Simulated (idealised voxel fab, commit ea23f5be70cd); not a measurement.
This is a process module. Its name is voxel self aligned contacts.
Square cells of 5 nm make up the cross-section cut, whose width is 285 nm.
Cross-section format: a grid of square cells, given as bands from top to bottom; each band is one or more rows of cells.
The band entry comprises the height of the band's top followed by the height of its bottom, expressed in nm, and subsequently the band's materials from left to right, each stated together with its width in nm. Where a single material is marked with the word "throughout", that material fills the band from edge to edge. The word "blank" represents empty space.
All heights in this document are referenced to 0, defined as the level beneath which the wafer, as received, consists entirely of one material. The lowest band is not bounded below; it extends indefinitely downward and is written in the form "0 -> down".
Note: "30->40" means the width goes from the first number (top row of the band) to the second number (bottom row) in equal steps per row of cells.
Step note "changes: none" = no cross-section cell changed.
"Enclosed voids" enumerates empty spaces isolated from the top, with no open way to it, that contain at least 8 cells, giving each as width x height at distance from the left edge, all three in nm.
That trailing text on a step's line, after the settings, is the simulator's own remark on the step.
The optional step-line setting "overlay nm" applies to steps with a mask and quantifies how far to the right of its planned location the mask lay, a negative value indicating leftward placement.

THIS SECTION LISTS THE PROCESS STEPS THAT WERE PLANNED
1: RECEIVE (material Si)
2: OXIDIZE (depth nm 5)
3: DIRECTIONAL_DEP (material polySi; thk nm 25)
4: DIRECTIONAL_DEP (material SiN; thk nm 15)
5: DIRECTIONAL_DEP (material aC; thk nm 15)
6: PATTERN (tone cover; mask id GATE; material resist; width nm 25; pitch nm 55; thk nm 30; overlay nm 0)
7: DIRECTIONAL_ETCH (etch materials aC; depth nm 15)
8: STRIP (etch materials resist)
9: DIRECTIONAL_ETCH (etch materials SiN; depth nm 15)
10: DIRECTIONAL_ETCH (etch materials polySi; depth nm 25)
11: STRIP (etch materials aC)
12: CONFORMAL_DEP (material SiN; thk nm 5)
13: DIRECTIONAL_ETCH (etch materials SiN; depth nm 5)
14: FILL_DEP (material SiO2; thk nm 10)
15: CMP (height nm 45)
16: MASKED_ETCH (tone open; mask id CONTACT; width nm 40; pitch nm 55; etch materials SiO2; depth nm 50; overlay nm 0)
17: CONFORMAL_DEP (material TiN; thk nm 5)
18: FILL_DEP (material W; thk nm 5)
19: CMP (height nm 45)
20: CONFORMAL_DEP (material SiN; thk nm 5)

FIRST OF TWO WAFERS - AS PLANNED

INCOMING WAFER IN CROSS-SECTION (STATE: AFTER STEP 1)
- 0 -> down: Si throughout
- Enclosed voids: none

SECTIONAL VIEW: WAFER, AFTER STEP 2
- 0 -> -5: SiO2 throughout
- Beneath the level -5, the cross-section is identical to its previous state.

SECTIONAL VIEW: WAFER, AFTER STEP 3
- 25 -> 0: polySi throughout
- Beneath the level 0, the cross-section is identical to its previous state.

SECTIONAL VIEW: WAFER, AFTER STEP 4
- 40 -> 25: SiN throughout
- Beneath the level 25, the cross-section is identical to its previous state.

SECTIONAL VIEW: WAFER, AFTER STEP 5
- 55 -> 40: aC throughout
- Beneath the level 40, the cross-section is identical to its previous state.

SECTIONAL VIEW: WAFER, AFTER STEP 6
- 85 -> 55: blank=75; resist=25; blank=30; resist=25; blank=30; resist=25; blank=75
- Beneath the level 55, the cross-section is identical to its previous state.

SECTIONAL VIEW: WAFER, AFTER STEP 7
- 70 -> 55: blank=75; resist=25; blank=30; resist=25; blank=30; resist=25; blank=75
- 55 -> 40: blank=75; aC=25; blank=30; aC=25; blank=30; aC=25; blank=75
- Beneath the level 40, the cross-section is identical to its previous state.

SECTIONAL VIEW: WAFER, AFTER STEP 8
- 55 -> 40: blank=75; aC=25; blank=30; aC=25; blank=30; aC=25; blank=75
- Beneath the level 40, the cross-section is identical to its previous state.

SECTIONAL VIEW: WAFER, AFTER STEP 9
- 55 -> 40: blank=75; aC=25; blank=30; aC=25; blank=30; aC=25; blank=75
- 40 -> 25: blank=75; SiN=25; blank=30; SiN=25; blank=30; SiN=25; blank=75
- Beneath the level 25, the cross-section is identical to its previous state.

SECTIONAL VIEW: WAFER, AFTER STEP 10
- 55 -> 40: blank=75; aC=25; blank=30; aC=25; blank=30; aC=25; blank=75
- 40 -> 25: blank=75; SiN=25; blank=30; SiN=25; blank=30; SiN=25; blank=75
- 25 -> 0: blank=75; polySi=25; blank=30; polySi=25; blank=30; polySi=25; blank=75
- Beneath the level 0, the cross-section is identical to its previous state.

SECTIONAL VIEW: WAFER, AFTER STEP 11
- 40 -> 25: blank=75; SiN=25; blank=30; SiN=25; blank=30; SiN=25; blank=75
- Beneath the level 25, the cross-section is identical to its previous state.

SECTIONAL VIEW: WAFER, AFTER STEP 12
- 45 -> 25: blank=70; SiN=35; blank=20; SiN=35; blank=20; SiN=35; blank=70
- 25 -> 5: blank=70; SiN=5; polySi=25; SiN=5; blank=20; SiN=5; polySi=25; SiN=5; blank=20; SiN=5; polySi=25; SiN=5; blank=70
- 5 -> 0: SiN=75; polySi=25; SiN=30; polySi=25; SiN=30; polySi=25; SiN=75
- Beneath the level 0, the cross-section is identical to its previous state.

SECTIONAL VIEW: WAFER, AFTER STEP 13
- 40 -> 25: blank=70; SiN=35; blank=20; SiN=35; blank=20; SiN=35; blank=70
- 25 -> 0: blank=70; SiN=5; polySi=25; SiN=5; blank=20; SiN=5; polySi=25; SiN=5; blank=20; SiN=5; polySi=25; SiN=5; blank=70
- Beneath the level 0, the cross-section is identical to its previous state.

SECTIONAL VIEW: WAFER, AFTER STEP 14
- 50 -> 40: SiO2 throughout
- 40 -> 25: SiO2=70; SiN=35; SiO2=20; SiN=35; SiO2=20; SiN=35; SiO2=70
- 25 -> 0: SiO2=70; SiN=5; polySi=25; SiN=5; SiO2=20; SiN=5; polySi=25; SiN=5; SiO2=20; SiN=5; polySi=25; SiN=5; SiO2=70
- Beneath the level 0, the cross-section is identical to its previous state.

SECTIONAL VIEW: WAFER, AFTER STEP 15
- 45 -> 40: SiO2 throughout
- Beneath the level 40, the cross-section is identical to its previous state.

SECTIONAL VIEW: WAFER, AFTER STEP 16
- 45 -> 40: SiO2=95; blank=40; SiO2=15; blank=40; SiO2=95
- 40 -> 25: SiO2=70; SiN=35; blank=20; SiN=35; blank=20; SiN=35; SiO2=70
- 25 -> 0: SiO2=70; SiN=5; polySi=25; SiN=5; blank=20; SiN=5; polySi=25; SiN=5; blank=20; SiN=5; polySi=25; SiN=5; SiO2=70
- 0 -> -5: SiO2=105; blank=20; SiO2=35; blank=20; SiO2=105
- Beneath the level -5, the cross-section is identical to its previous state.

SECTIONAL VIEW: WAFER, AFTER STEP 17
- 50 -> 45: TiN=100; blank=30; TiN=25; blank=30; TiN=100
- 45 -> 40: SiO2=95; TiN=15; blank=10; TiN=15; SiO2=15; TiN=15; blank=10; TiN=15; SiO2=95
- 40 -> 25: SiO2=70; SiN=35; TiN=5; blank=10; TiN=5; SiN=35; TiN=5; blank=10; TiN=5; SiN=35; SiO2=70
- 25 -> 0: SiO2=70; SiN=5; polySi=25; SiN=5; TiN=5; blank=10; TiN=5; SiN=5; polySi=25; SiN=5; TiN=5; blank=10; TiN=5; SiN=5; polySi=25; SiN=5; SiO2=70
- 0 -> -5: SiO2=105; TiN=20; SiO2=35; TiN=20; SiO2=105
- Beneath the level -5, the cross-section is identical to its previous state.

SECTIONAL VIEW: WAFER, AFTER STEP 18
- 55 -> 50: W throughout
- 50 -> 45: TiN=100; W=30; TiN=25; W=30; TiN=100
- 45 -> 40: SiO2=95; TiN=15; W=10; TiN=15; SiO2=15; TiN=15; W=10; TiN=15; SiO2=95
- 40 -> 25: SiO2=70; SiN=35; TiN=5; W=10; TiN=5; SiN=35; TiN=5; W=10; TiN=5; SiN=35; SiO2=70
- 25 -> 0: SiO2=70; SiN=5; polySi=25; SiN=5; TiN=5; W=10; TiN=5; SiN=5; polySi=25; SiN=5; TiN=5; W=10; TiN=5; SiN=5; polySi=25; SiN=5; SiO2=70
- Beneath the level 0, the cross-section is identical to its previous state.

SECTIONAL VIEW: WAFER, AFTER STEP 19
- 45 -> 40: SiO2=95; TiN=15; W=10; TiN=15; SiO2=15; TiN=15; W=10; TiN=15; SiO2=95
- Beneath the level 40, the cross-section is identical to its previous state.

SECTIONAL VIEW: WAFER, AFTER STEP 20
- 50 -> 45: SiN throughout
- Beneath the level 45, the cross-section is identical to its previous state.

OKAY, SECOND WAFER. NOTHING DIFFERENT AT THE START, NOTHING DIFFERENT IN THE PLAN, JUST ONE MISTAKE SOMEWHERE IN THE RUNNING. AS FAR AS STEP 5, COUNTING THAT STEP, IT'S THE FIRST WAFER ALL OVER AGAIN

CROSS-SECTION: SECOND WAFER, TIME AT WHICH STEP 6 WAS SCHEDULED TO END
- 85 -> 55: blank=80; resist=15; blank=40; resist=15; blank=40; resist=15; blank=80
- Beneath the level 55, the cross-section is identical to its previous state.

CROSS-SECTION: SECOND WAFER, TIME AT WHICH STEP 7 WAS SCHEDULED TO END
- 70 -> 55: blank=80; resist=15; blank=40; resist=15; blank=40; resist=15; blank=80
- 55 -> 40: blank=80; aC=15; blank=40; aC=15; blank=40; aC=15; blank=80
- Beneath the level 40, the cross-section is identical to its previous state.

CROSS-SECTION: SECOND WAFER, TIME AT WHICH STEP 8 WAS SCHEDULED TO END
- 55 -> 40: blank=80; aC=15; blank=40; aC=15; blank=40; aC=15; blank=80
- Beneath the level 40, the cross-section is identical to its previous state.

CROSS-SECTION: SECOND WAFER, TIME AT WHICH STEP 9 WAS SCHEDULED TO END
- 55 -> 40: blank=80; aC=15; blank=40; aC=15; blank=40; aC=15; blank=80
- 40 -> 25: blank=80; SiN=15; blank=40; SiN=15; blank=40; SiN=15; blank=80
- Beneath the level 25, the cross-section is identical to its previous state.

CROSS-SECTION: SECOND WAFER, TIME AT WHICH STEP 10 WAS SCHEDULED TO END
- 55 -> 40: blank=80; aC=15; blank=40; aC=15; blank=40; aC=15; blank=80
- 40 -> 25: blank=80; SiN=15; blank=40; SiN=15; blank=40; SiN=15; blank=80
- 25 -> 0: blank=80; polySi=15; blank=40; polySi=15; blank=40; polySi=15; blank=80
- Beneath the level 0, the cross-section is identical to its previous state.

CROSS-SECTION: SECOND WAFER, TIME AT WHICH STEP 11 WAS SCHEDULED TO END
- 40 -> 25: blank=80; SiN=15; blank=40; SiN=15; blank=40; SiN=15; blank=80
- Beneath the level 25, the cross-section is identical to its previous state.

CROSS-SECTION: SECOND WAFER, TIME AT WHICH STEP 12 WAS SCHEDULED TO END
- 45 -> 25: blank=75; SiN=25; blank=30; SiN=25; blank=30; SiN=25; blank=75
- 25 -> 5: blank=75; SiN=5; polySi=15; SiN=5; blank=30; SiN=5; polySi=15; SiN=5; blank=30; SiN=5; polySi=15; SiN=5; blank=75
- 5 -> 0: SiN=80; polySi=15; SiN=40; polySi=15; SiN=40; polySi=15; SiN=80
- Beneath the level 0, the cross-section is identical to its previous state.

CROSS-SECTION: SECOND WAFER, TIME AT WHICH STEP 13 WAS SCHEDULED TO END
- 40 -> 25: blank=75; SiN=25; blank=30; SiN=25; blank=30; SiN=25; blank=75
- 25 -> 0: blank=75; SiN=5; polySi=15; SiN=5; blank=30; SiN=5; polySi=15; SiN=5; blank=30; SiN=5; polySi=15; SiN=5; blank=75
- Beneath the level 0, the cross-section is identical to its previous state.

CROSS-SECTION: SECOND WAFER, TIME AT WHICH STEP 14 WAS SCHEDULED TO END
- 50 -> 40: SiO2 throughout
- 40 -> 25: SiO2=75; SiN=25; SiO2=30; SiN=25; SiO2=30; SiN=25; SiO2=75
- 25 -> 0: SiO2=75; SiN=5; polySi=15; SiN=5; SiO2=30; SiN=5; polySi=15; SiN=5; SiO2=30; SiN=5; polySi=15; SiN=5; SiO2=75
- Beneath the level 0, the cross-section is identical to its previous state.

CROSS-SECTION: SECOND WAFER, TIME AT WHICH STEP 15 WAS SCHEDULED TO END
- 45 -> 40: SiO2 throughout
- Beneath the level 40, the cross-section is identical to its previous state.

CROSS-SECTION: SECOND WAFER, TIME AT WHICH STEP 16 WAS SCHEDULED TO END
- 45 -> 40: SiO2=95; blank=40; SiO2=15; blank=40; SiO2=95
- 40 -> 25: SiO2=75; SiN=25; blank=30; SiN=25; blank=30; SiN=25; SiO2=75
- 25 -> 0: SiO2=75; SiN=5; polySi=15; SiN=5; blank=30; SiN=5; polySi=15; SiN=5; blank=30; SiN=5; polySi=15; SiN=5; SiO2=75
- 0 -> -5: SiO2=100; blank=30; SiO2=25; blank=30; SiO2=100
- Beneath the level -5, the cross-section is identical to its previous state.

CROSS-SECTION: SECOND WAFER, TIME AT WHICH STEP 17 WAS SCHEDULED TO END
- 50 -> 45: TiN=100; blank=30; TiN=25; blank=30; TiN=100
- 45 -> 40: SiO2=95; TiN=10; blank=20; TiN=10; SiO2=15; TiN=10; blank=20; TiN=10; SiO2=95
- 40 -> 25: SiO2=75; SiN=25; TiN=5; blank=20; TiN=5; SiN=25; TiN=5; blank=20; TiN=5; SiN=25; SiO2=75
- 25 -> 0: SiO2=75; SiN=5; polySi=15; SiN=5; TiN=5; blank=20; TiN=5; SiN=5; polySi=15; SiN=5; TiN=5; blank=20; TiN=5; SiN=5; polySi=15; SiN=5; SiO2=75
- 0 -> -5: SiO2=100; TiN=30; SiO2=25; TiN=30; SiO2=100
- Beneath the level -5, the cross-section is identical to its previous state.

CROSS-SECTION: SECOND WAFER, TIME AT WHICH STEP 18 WAS SCHEDULED TO END
- 55 -> 50: W throughout
- 50 -> 45: TiN=100; W=30; TiN=25; W=30; TiN=100
- 45 -> 40: SiO2=95; TiN=10; W=20; TiN=10; SiO2=15; TiN=10; W=20; TiN=10; SiO2=95
- 40 -> 25: SiO2=75; SiN=25; TiN=5; W=20; TiN=5; SiN=25; TiN=5; W=20; TiN=5; SiN=25; SiO2=75
- 25 -> 0: SiO2=75; SiN=5; polySi=15; SiN=5; TiN=5; W=20; TiN=5; SiN=5; polySi=15; SiN=5; TiN=5; W=20; TiN=5; SiN=5; polySi=15; SiN=5; SiO2=75
- Beneath the level 0, the cross-section is identical to its previous state.

CROSS-SECTION: SECOND WAFER, TIME AT WHICH STEP 19 WAS SCHEDULED TO END
- 45 -> 40: SiO2=95; TiN=10; W=20; TiN=10; SiO2=15; TiN=10; W=20; TiN=10; SiO2=95
- Beneath the level 40, the cross-section is identical to its previous state.

CROSS-SECTION: SECOND WAFER, TIME AT WHICH STEP 20 WAS SCHEDULED TO END
- 50 -> 45: SiN throughout
- Beneath the level 45, the cross-section is identical to its previous state.
What was the processing mistake? step 6: run off-plan, actual operation and settings PATTERN (tone cover; mask id GATE; material resist; width nm 15; pitch nm 55; thk nm 30; overlay nm 0)
Count the cells at the end and the second wafer has more or fewer of some materials than the first: 18 fewer of SiN, 12 more of SiO2, 36 more of W, 30 fewer of polySi
